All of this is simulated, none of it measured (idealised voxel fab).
The following process module bears the name voxel transistor to metal.
Section shown: cut. Width: 260 nm. Cell size: 5 nm, square.
How to read a cross-section here: the picture is a grid of square cells, written as bands going from the top down, and any band can span one or more rows of cells.
This entry defines a band. It first specifies the height of the band's top and the height of its bottom in nm, and then specifies the band's materials from left to right, stating each material with its width in nm. The word "edge to edge" identifies a single material that fills the band from edge to edge, while the word "empty" identifies empty space.
Heights are reckoned from 0. Under this level, the received wafer is all of one material. The bottommost band is open-ended downward, for example "z 0 and below".
Read "30 to 40" as a graded width: first number on top, second number at the bottom, same change between each pair of neighbouring rows.
Key: "nothing was modified" - step with no changed cell in the cross-section.
"Unvented cavities" enumerates empty spaces isolated from the top, with no open way to it, that contain at least 8 cells, giving each as width x height at distance from the left edge, all three in nm.
It should be noted that, on the line of a given step, the content following the step's settings is a remark produced by the simulator itself with respect to that step.
The setting "overlay nm" may be written on the line of a step. When the step uses a mask, the value reports how far to the right of the planned place the mask lay, and a negative value reports that it lay to the left.
-- Process steps - plan
| 1 | op RECEIVE | material Si |
| 2 | op OXIDIZE | depth nm 5 |
| 3 | op CONFORMAL_DEP | material SiN | thk nm 15 |
| 4 | op PATTERN | tone cover | mask id ACTIVE | material resist | width nm 95 | pitch nm 125 | thk nm 15 | overlay nm 0 |
| 5 | op DIRECTIONAL_ETCH | etch materials SiN | depth nm 15 |
| 6 | op DIRECTIONAL_ETCH | etch materials SiO2 | depth nm 5 |
| 7 | op DIRECTIONAL_ETCH | etch materials Si | depth nm 30 |
| 8 | op STRIP | etch materials resist |
| 9 | op OXIDIZE | depth nm 5 |
| 10 | op FILL_DEP | material SiO2 | thk nm 10 |
| 11 | op CMP | height nm 15 |
| 12 | op SELECTIVE_ETCH | etch materials SiO2 | depth nm 10 |
| 13 | op STRIP | etch materials SiN |
| 14 | op SELECTIVE_ETCH | etch materials SiO2 | depth nm 5 |
| 15 | op OXIDIZE | depth nm 5 |
| 16 | op DIRECTIONAL_DEP | material polySi | thk nm 25 |
| 17 | op DIRECTIONAL_DEP | material SiCN | thk nm 15 |
| 18 | op MASKED_ETCH | tone cover | mask id GATE | width nm 15 | pitch nm 125 | etch materials SiCN | depth nm 25 | overlay nm 0 |
| 19 | op MASKED_ETCH | tone cover | mask id GATE | width nm 25 | pitch nm 125 | etch materials polySi | depth nm 35 | overlay nm 0 |
| 20 | op CONFORMAL_DEP | material SiN | thk nm 5 |
| 21 | op DIRECTIONAL_ETCH | etch materials SiN | depth nm 5 |
| 22 | op DIRECTIONAL_ETCH | etch materials SiO2 | depth nm 5 |
| 23 | op DIRECTIONAL_ETCH | etch materials Si | depth nm 15 |
| 24 | op EPI | material SiGe | thk nm 15 |
| 25 | op FILL_DEP | material SiO2 | thk nm 5 |
| 26 | op CMP | height nm 35 |
| 27 | op DIRECTIONAL_DEP | material SiO2 | thk nm 15 |
| 28 | op MASKED_ETCH | tone open | mask id CONTACT | width nm 25 | etch materials SiO2 | depth nm 60 | overlay nm 0 |
| 29 | op CONFORMAL_DEP | material TiN | thk nm 5 |
| 30 | op FILL_DEP | material W | thk nm 5 |
| 31 | op CMP | height nm 50 |
| 32 | op CONFORMAL_DEP | material SiN | thk nm 5 |
| 33 | op DIRECTIONAL_DEP | material SiO2 | thk nm 15 |
| 34 | op DIRECTIONAL_DEP | material aC | thk nm 15 |
| 35 | op PATTERN | tone open | mask id METAL_1 | material resist | width nm 15 | thk nm 30 | overlay nm 0 |
| 36 | op DIRECTIONAL_ETCH | etch materials aC | depth nm 15 |
| 37 | op STRIP | etch materials resist |
| 38 | op DIRECTIONAL_ETCH | etch materials SiO2 | depth nm 15 |
| 39 | op DIRECTIONAL_ETCH | etch materials SiN | depth nm 5 |
| 40 | op STRIP | etch materials aC |
| 41 | op CONFORMAL_DEP | material TiN | thk nm 5 |
| 42 | op FILL_DEP | material Cu | thk nm 10 |
| 43 | op CMP | height nm 70 |
| 44 | op CONFORMAL_DEP | material SiN | thk nm 5 |
Don't read the plan's width nm for step 18 as applying to every wafer: that's the first wafer's value, and the wafers differ in it, though they all start identical.
-- The first of several wafers as received, shown in cross-section; this is its state after step 1
	z 0 and below = Si edge to edge
	Unvented cavities: none
-- End-of-module cross-section, first of several wafers, after last step 44
	z 75 to 70 = SiN edge to edge
	z 70 to 55 = SiO2 25 nm, then TiN 5 nm, then Cu 5 nm, then TiN 5 nm, then SiO2 55 nm, then TiN 5 nm, then Cu 5 nm, then TiN 5 nm, then SiO2 40 nm, then TiN 5 nm, then Cu 5 nm, then TiN 5 nm, then SiO2 55 nm, then TiN 5 nm, then Cu 5 nm, then TiN 5 nm, then SiO2 25 nm
	z 55 to 50 = SiN 25 nm, then TiN 15 nm, then SiN 55 nm, then TiN 15 nm, then SiN 40 nm, then TiN 15 nm, then SiN 55 nm, then TiN 15 nm, then SiN 25 nm
	z 50 to 35 = SiO2 25 nm, then TiN 5 nm, then W 15 nm, then TiN 5 nm, then SiO2 35 nm, then TiN 5 nm, then W 15 nm, then TiN 5 nm, then SiO2 40 nm, then TiN 5 nm, then W 15 nm, then TiN 5 nm, then SiO2 35 nm, then TiN 5 nm, then W 15 nm, then TiN 5 nm, then SiO2 25 nm
	z 35 to 20 = SiO2 25 nm, then TiN 5 nm, then W 15 nm, then TiN 5 nm, then SiO2 5 nm, then SiN 5 nm, then SiCN 15 nm, then SiN 5 nm, then SiO2 5 nm, then TiN 5 nm, then W 15 nm, then TiN 5 nm, then SiO2 40 nm, then TiN 5 nm, then W 15 nm, then TiN 5 nm, then SiO2 5 nm, then SiN 5 nm, then SiCN 15 nm, then SiN 5 nm, then SiO2 5 nm, then TiN 5 nm, then W 15 nm, then TiN 5 nm, then SiO2 25 nm
	z 20 to 10 = SiO2 25 nm, then TiN 5 nm, then W 15 nm, then TiN 5 nm, then SiN 5 nm, then polySi 25 nm, then SiN 5 nm, then TiN 5 nm, then W 15 nm, then TiN 5 nm, then SiO2 40 nm, then TiN 5 nm, then W 15 nm, then TiN 5 nm, then SiN 5 nm, then polySi 25 nm, then SiN 5 nm, then TiN 5 nm, then W 15 nm, then TiN 5 nm, then SiO2 25 nm
	z 10 to 5 = SiO2 25 nm, then TiN 25 nm, then SiN 5 nm, then polySi 25 nm, then SiN 5 nm, then TiN 25 nm, then SiO2 40 nm, then TiN 25 nm, then SiN 5 nm, then polySi 25 nm, then SiN 5 nm, then TiN 25 nm, then SiO2 25 nm
	z 5 to 0 = SiO2 25 nm, then TiN 10 nm, then SiGe 15 nm, then SiN 5 nm, then polySi 25 nm, then SiN 5 nm, then SiGe 15 nm, then TiN 10 nm, then SiO2 40 nm, then TiN 10 nm, then SiGe 15 nm, then SiN 5 nm, then polySi 25 nm, then SiN 5 nm, then SiGe 15 nm, then TiN 10 nm, then SiO2 25 nm
	z 0 to -5 = SiO2 15 nm, then SiN 5 nm, then SiO2 5 nm, then TiN 10 nm, then SiGe 15 nm, then SiN 5 nm, then polySi 25 nm, then SiN 5 nm, then SiGe 15 nm, then TiN 10 nm, then SiO2 5 nm, then SiN 5 nm, then SiO2 20 nm, then SiN 5 nm, then SiO2 5 nm, then TiN 10 nm, then SiGe 15 nm, then SiN 5 nm, then polySi 25 nm, then SiN 5 nm, then SiGe 15 nm, then TiN 10 nm, then SiO2 5 nm, then SiN 5 nm, then SiO2 15 nm
	z -5 to -10 = SiO2 25 nm, then TiN 10 nm, then SiGe 15 nm, then SiO2 35 nm, then SiGe 15 nm, then TiN 10 nm, then SiO2 40 nm, then TiN 10 nm, then SiGe 15 nm, then SiO2 35 nm, then SiGe 15 nm, then TiN 10 nm, then SiO2 25 nm
	z -10 to -25 = SiO2 25 nm, then SiGe 25 nm, then Si 35 nm, then SiGe 25 nm, then SiO2 40 nm, then SiGe 25 nm, then Si 35 nm, then SiGe 25 nm, then SiO2 25 nm
	z -25 to -40 = SiO2 25 nm, then Si 85 nm, then SiO2 40 nm, then Si 85 nm, then SiO2 25 nm
	z -40 and below = Si edge to edge
	Unvented cavities: none
-- At the end of the module, the last of several wafers in cross-section
	z 75 to 70 = SiN edge to edge
	z 70 to 55 = SiO2 25 nm, then TiN 5 nm, then Cu 5 nm, then TiN 5 nm, then SiO2 55 nm, then TiN 5 nm, then Cu 5 nm, then TiN 5 nm, then SiO2 40 nm, then TiN 5 nm, then Cu 5 nm, then TiN 5 nm, then SiO2 55 nm, then TiN 5 nm, then Cu 5 nm, then TiN 5 nm, then SiO2 25 nm
	z 55 to 50 = SiN 25 nm, then TiN 15 nm, then SiN 55 nm, then TiN 15 nm, then SiN 40 nm, then TiN 15 nm, then SiN 55 nm, then TiN 15 nm, then SiN 25 nm
	z 50 to 40 = SiO2 25 nm, then TiN 5 nm, then W 15 nm, then TiN 5 nm, then SiO2 35 nm, then TiN 5 nm, then W 15 nm, then TiN 5 nm, then SiO2 40 nm, then TiN 5 nm, then W 15 nm, then TiN 5 nm, then SiO2 35 nm, then TiN 5 nm, then W 15 nm, then TiN 5 nm, then SiO2 25 nm
	z 40 to 35 = SiO2 25 nm, then TiN 5 nm, then W 10 nm, then TiN 10 nm, then SiO2 35 nm, then TiN 15 nm, then W 5 nm, then TiN 5 nm, then SiO2 40 nm, then TiN 5 nm, then W 10 nm, then TiN 10 nm, then SiO2 35 nm, then TiN 15 nm, then W 5 nm, then TiN 5 nm, then SiO2 25 nm
	z 35 to 20 = SiO2 25 nm, then TiN 5 nm, then W 10 nm, then TiN 5 nm, then SiN 5 nm, then SiCN 40 nm, then SiN 5 nm, then TiN 5 nm, then W 5 nm, then TiN 5 nm, then SiO2 40 nm, then TiN 5 nm, then W 10 nm, then TiN 5 nm, then SiN 5 nm, then SiCN 40 nm, then SiN 5 nm, then TiN 5 nm, then W 5 nm, then TiN 5 nm, then SiO2 25 nm
	z 20 to 10 = SiO2 25 nm, then TiN 5 nm, then W 10 nm, then TiN 5 nm, then SiN 5 nm, then polySi 40 nm, then SiN 5 nm, then TiN 5 nm, then W 5 nm, then TiN 5 nm, then SiO2 40 nm, then TiN 5 nm, then W 10 nm, then TiN 5 nm, then SiN 5 nm, then polySi 40 nm, then SiN 5 nm, then TiN 5 nm, then W 5 nm, then TiN 5 nm, then SiO2 25 nm
	z 10 to 5 = SiO2 25 nm, then TiN 20 nm, then SiN 5 nm, then polySi 40 nm, then SiN 5 nm, then TiN 15 nm, then SiO2 40 nm, then TiN 20 nm, then SiN 5 nm, then polySi 40 nm, then SiN 5 nm, then TiN 15 nm, then SiO2 25 nm
	z 5 to 0 = SiO2 25 nm, then TiN 5 nm, then SiGe 15 nm, then SiN 5 nm, then polySi 40 nm, then SiN 5 nm, then SiGe 15 nm, then SiO2 40 nm, then TiN 5 nm, then SiGe 15 nm, then SiN 5 nm, then polySi 40 nm, then SiN 5 nm, then SiGe 15 nm, then SiO2 25 nm
	z 0 to -5 = SiO2 15 nm, then SiN 5 nm, then SiO2 5 nm, then TiN 5 nm, then SiGe 15 nm, then SiN 5 nm, then polySi 40 nm, then SiN 5 nm, then SiGe 15 nm, then SiO2 5 nm, then SiN 5 nm, then SiO2 20 nm, then SiN 5 nm, then SiO2 5 nm, then TiN 5 nm, then SiGe 15 nm, then SiN 5 nm, then polySi 40 nm, then SiN 5 nm, then SiGe 15 nm, then SiO2 5 nm, then SiN 5 nm, then SiO2 15 nm
	z -5 to -10 = SiO2 25 nm, then TiN 5 nm, then SiGe 15 nm, then SiO2 50 nm, then SiGe 15 nm, then SiO2 40 nm, then TiN 5 nm, then SiGe 15 nm, then SiO2 50 nm, then SiGe 15 nm, then SiO2 25 nm
	z -10 to -25 = SiO2 25 nm, then SiGe 20 nm, then Si 50 nm, then SiGe 15 nm, then SiO2 40 nm, then SiGe 20 nm, then Si 50 nm, then SiGe 15 nm, then SiO2 25 nm
	z -25 to -40 = SiO2 25 nm, then Si 85 nm, then SiO2 40 nm, then Si 85 nm, then SiO2 25 nm
	z -40 and below = Si edge to edge
	Unvented cavities: none
-- Heads up, this table goes wafer by wafer. A row tells you, at the end of the module, how many cells of each material that wafer has put on (+) or dropped (-) since it was received, and then its closed voids
width nm 15; +12 Cu; -272 Si; +18 SiCN; +96 SiGe; +128 SiN; +508 SiO2; +144 TiN; +96 W; +50 polySi; Unvented cavities: none
width nm 20; +12 Cu; -272 Si; +24 SiCN; +96 SiGe; +128 SiN; +502 SiO2; +144 TiN; +96 W; +50 polySi; Unvented cavities: none
width nm 25; +12 Cu; -272 Si; +30 SiCN; +96 SiGe; +128 SiN; +496 SiO2; +144 TiN; +96 W; +50 polySi; Unvented cavities: none
width nm 30; +12 Cu; -266 Si; +36 SiCN; +90 SiGe; +128 SiN; +498 SiO2; +138 TiN; +84 W; +60 polySi; Unvented cavities: none
width nm 35; +12 Cu; -260 Si; +42 SiCN; +84 SiGe; +128 SiN; +500 SiO2; +132 TiN; +72 W; +70 polySi; Unvented cavities: none
width nm 40; +12 Cu; -254 Si; +48 SiCN; +78 SiGe; +128 SiN; +502 SiO2; +126 TiN; +60 W; +80 polySi; Unvented cavities: none
